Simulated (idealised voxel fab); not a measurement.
Title: Process Module voxel self aligned vias
285 nm wide, 5 nm square cells: that's cross-section cut.
For the purposes of this document, a cross-section shall be understood as a grid of square cells, specified as bands listed in top-to-bottom order, each band consisting of one or more rows of cells.
Top height, bottom height, nm. Materials left to right, width each, nm. Single material + "everywhere" = fills band edge to edge. "blank" = empty.
Convention: height 0 is the level below which the wafer, as received, is all one material. The lowest band does not terminate at the bottom but continues downward, represented as "from 0 down".
A width such as "30->40" changes by the same amount from each row of cells to the next, from the band's top row to its bottom row.
What does "nothing changed" mean for a step? It means no cell of the cross-section changed in that step.
Entry "Enclosed cavities". Content: empty spaces with no open connection to the top, size 8 cells or greater. Each: width x height at distance. Distance: from left edge. Unit: nm.
On a step's line, text after the settings is the simulator commenting on that step.
The setting "overlay nm" may be written on the line of a step. When the step uses a mask, the value reports how far to the right of the planned place the mask lay, and a negative value reports that it lay to the left.

The planned process steps are enumerated hereunder:
1: RECEIVE, material Si
2: CONFORMAL_DEP, material SiO2, thk nm 10
3: CONFORMAL_DEP, material SiCN, thk nm 5
4: DIRECTIONAL_DEP, material SiO2, thk nm 30
5: MASKED_ETCH, tone open, mask id LINES, width nm 25, pitch nm 60, etch materials SiO2, depth nm 30, overlay nm 0
6: CONFORMAL_DEP, material TiN, thk nm 5
7: FILL_DEP, material Ru, thk nm 5
8: CMP, height nm 45
9: SELECTIVE_ETCH, etch materials W Ru TiN, depth nm 10
10: FILL_DEP, material SiN, thk nm 5
11: CMP, height nm 45
12: DIRECTIONAL_DEP, material SiO2, thk nm 20
13: DIRECTIONAL_DEP, material aC, thk nm 10
14: PATTERN, tone open, mask id VIAS, material resist, width nm 45, pitch nm 60, thk nm 30, overlay nm 0
15: DIRECTIONAL_ETCH, etch materials aC, depth nm 10
16: STRIP, etch materials resist
17: DIRECTIONAL_ETCH, etch materials SiO2, depth nm 20
18: DIRECTIONAL_ETCH, etch materials SiN, depth nm 10
19: STRIP, etch materials aC
20: CONFORMAL_DEP, material TiN, thk nm 5
21: FILL_DEP, material Ru, thk nm 10
22: CMP, height nm 65
23: CONFORMAL_DEP, material SiCN, thk nm 5

First of two wafers, processed according to plan:

Delivered wafer in cross-section: state after step 1:
    from 0 down  Si everywhere
    Enclosed cavities: none

Sectional view: wafer, after step 2:
    from 10 to 0  SiO2 everywhere
    Below a height of 0, the structure has not been altered.

Sectional view: wafer, after step 3:
    from 15 to 10  SiCN everywhere
    Below a height of 10, the structure has not been altered.

Sectional view: wafer, after step 4:
    from 45 to 15  SiO2 everywhere
    Below a height of 15, the structure has not been altered.

Sectional view: wafer, after step 5:
    from 45 to 15  SiO2 100 nm  blank 25 nm  SiO2 35 nm  blank 25 nm  SiO2 100 nm
    Below a height of 15, the structure has not been altered.

Sectional view: wafer, after step 6:
    from 50 to 45  TiN 105 nm  blank 15 nm  TiN 45 nm  blank 15 nm  TiN 105 nm
    from 45 to 20  SiO2 100 nm  TiN 5 nm  blank 15 nm  TiN 5 nm  SiO2 35 nm  TiN 5 nm  blank 15 nm  TiN 5 nm  SiO2 100 nm
    from 20 to 15  SiO2 100 nm  TiN 25 nm  SiO2 35 nm  TiN 25 nm  SiO2 100 nm
    Below a height of 15, the structure has not been altered.

Sectional view: wafer, after step 7:
    from 55 to 50  Ru everywhere
    from 50 to 45  TiN 105 nm  Ru 15 nm  TiN 45 nm  Ru 15 nm  TiN 105 nm
    from 45 to 20  SiO2 100 nm  TiN 5 nm  Ru 15 nm  TiN 5 nm  SiO2 35 nm  TiN 5 nm  Ru 15 nm  TiN 5 nm  SiO2 100 nm
    Below a height of 20, the structure has not been altered.

Sectional view: wafer, after step 8:
    from 45 to 20  SiO2 100 nm  TiN 5 nm  Ru 15 nm  TiN 5 nm  SiO2 35 nm  TiN 5 nm  Ru 15 nm  TiN 5 nm  SiO2 100 nm
    Below a height of 20, the structure has not been altered.

Sectional view: wafer, after step 9:
    from 45 to 35  SiO2 100 nm  blank 25 nm  SiO2 35 nm  blank 25 nm  SiO2 100 nm
    Below a height of 35, the structure has not been altered.

Sectional view: wafer, after step 10:
    from 50 to 45  SiN everywhere
    from 45 to 35  SiO2 100 nm  SiN 25 nm  SiO2 35 nm  SiN 25 nm  SiO2 100 nm
    Below a height of 35, the structure has not been altered.

Sectional view: wafer, after step 11:
    from 45 to 35  SiO2 100 nm  SiN 25 nm  SiO2 35 nm  SiN 25 nm  SiO2 100 nm
    Below a height of 35, the structure has not been altered.

Sectional view: wafer, after step 12:
    from 65 to 45  SiO2 everywhere
    Below a height of 45, the structure has not been altered.

Sectional view: wafer, after step 13:
    from 75 to 65  aC everywhere
    Below a height of 65, the structure has not been altered.

Sectional view: wafer, after step 14:
    from 105 to 75  resist 90 nm  blank 45 nm  resist 15 nm  blank 45 nm  resist 90 nm
    Below a height of 75, the structure has not been altered.

Sectional view: wafer, after step 15:
    from 95 to 75  resist 90 nm  blank 45 nm  resist 15 nm  blank 45 nm  resist 90 nm
    from 75 to 65  aC 90 nm  blank 45 nm  aC 15 nm  blank 45 nm  aC 90 nm
    Below a height of 65, the structure has not been altered.

Sectional view: wafer, after step 16:
    from 75 to 65  aC 90 nm  blank 45 nm  aC 15 nm  blank 45 nm  aC 90 nm
    Below a height of 65, the structure has not been altered.

Sectional view: wafer, after step 17:
    from 75 to 65  aC 90 nm  blank 45 nm  aC 15 nm  blank 45 nm  aC 90 nm
    from 65 to 45  SiO2 90 nm  blank 45 nm  SiO2 15 nm  blank 45 nm  SiO2 90 nm
    Below a height of 45, the structure has not been altered.

Sectional view: wafer, after step 18:
    from 75 to 65  aC 90 nm  blank 45 nm  aC 15 nm  blank 45 nm  aC 90 nm
    from 65 to 45  SiO2 90 nm  blank 45 nm  SiO2 15 nm  blank 45 nm  SiO2 90 nm
    from 45 to 35  SiO2 100 nm  blank 25 nm  SiO2 35 nm  blank 25 nm  SiO2 100 nm
    Below a height of 35, the structure has not been altered.

Sectional view: wafer, after step 19:
    from 65 to 45  SiO2 90 nm  blank 45 nm  SiO2 15 nm  blank 45 nm  SiO2 90 nm
    Below a height of 45, the structure has not been altered.

Sectional view: wafer, after step 20:
    from 70 to 65  TiN 95 nm  blank 35 nm  TiN 25 nm  blank 35 nm  TiN 95 nm
    from 65 to 50  SiO2 90 nm  TiN 5 nm  blank 35 nm  TiN 5 nm  SiO2 15 nm  TiN 5 nm  blank 35 nm  TiN 5 nm  SiO2 90 nm
    from 50 to 40  SiO2 90->100 nm  TiN 15->5 nm  blank 15 nm  TiN 15->5 nm  SiO2 15->35 nm  TiN 15->5 nm  blank 15 nm  TiN 15->5 nm  SiO2 90->100 nm
    from 40 to 35  SiO2 100 nm  TiN 25 nm  SiO2 35 nm  TiN 25 nm  SiO2 100 nm
    Below a height of 35, the structure has not been altered.

Sectional view: wafer, after step 21:
    from 80 to 70  Ru everywhere
    from 70 to 65  TiN 95 nm  Ru 35 nm  TiN 25 nm  Ru 35 nm  TiN 95 nm
    from 65 to 50  SiO2 90 nm  TiN 5 nm  Ru 35 nm  TiN 5 nm  SiO2 15 nm  TiN 5 nm  Ru 35 nm  TiN 5 nm  SiO2 90 nm
    from 50 to 40  SiO2 90->100 nm  TiN 15->5 nm  Ru 15 nm  TiN 15->5 nm  SiO2 15->35 nm  TiN 15->5 nm  Ru 15 nm  TiN 15->5 nm  SiO2 90->100 nm
    Below a height of 40, the structure has not been altered.

Sectional view: wafer, after step 22:
    from 65 to 50  SiO2 90 nm  TiN 5 nm  Ru 35 nm  TiN 5 nm  SiO2 15 nm  TiN 5 nm  Ru 35 nm  TiN 5 nm  SiO2 90 nm
    Below a height of 50, the structure has not been altered.

Sectional view: wafer, after step 23:
    from 70 to 65  SiCN everywhere
    Below a height of 65, the structure has not been altered.

Second wafer, same starting conditions and recipe as the first, one mistake in executing it, nothing differs from the first up to and including step 22:

The second wafer cut through, at the time step 23 was supposed to be finished:
    from 70 to 65  W everywhere
    Below a height of 65, the structure has not been altered.
The mistake made against the process plan was this: note that step 23 departed from the planned setting and was carried out as CONFORMAL_DEP, material W, thk nm 5
Looking at both finished wafers in cells, the second ends up ahead of or behind the first on some materials: SiCN: 57 fewer, W: 57 more
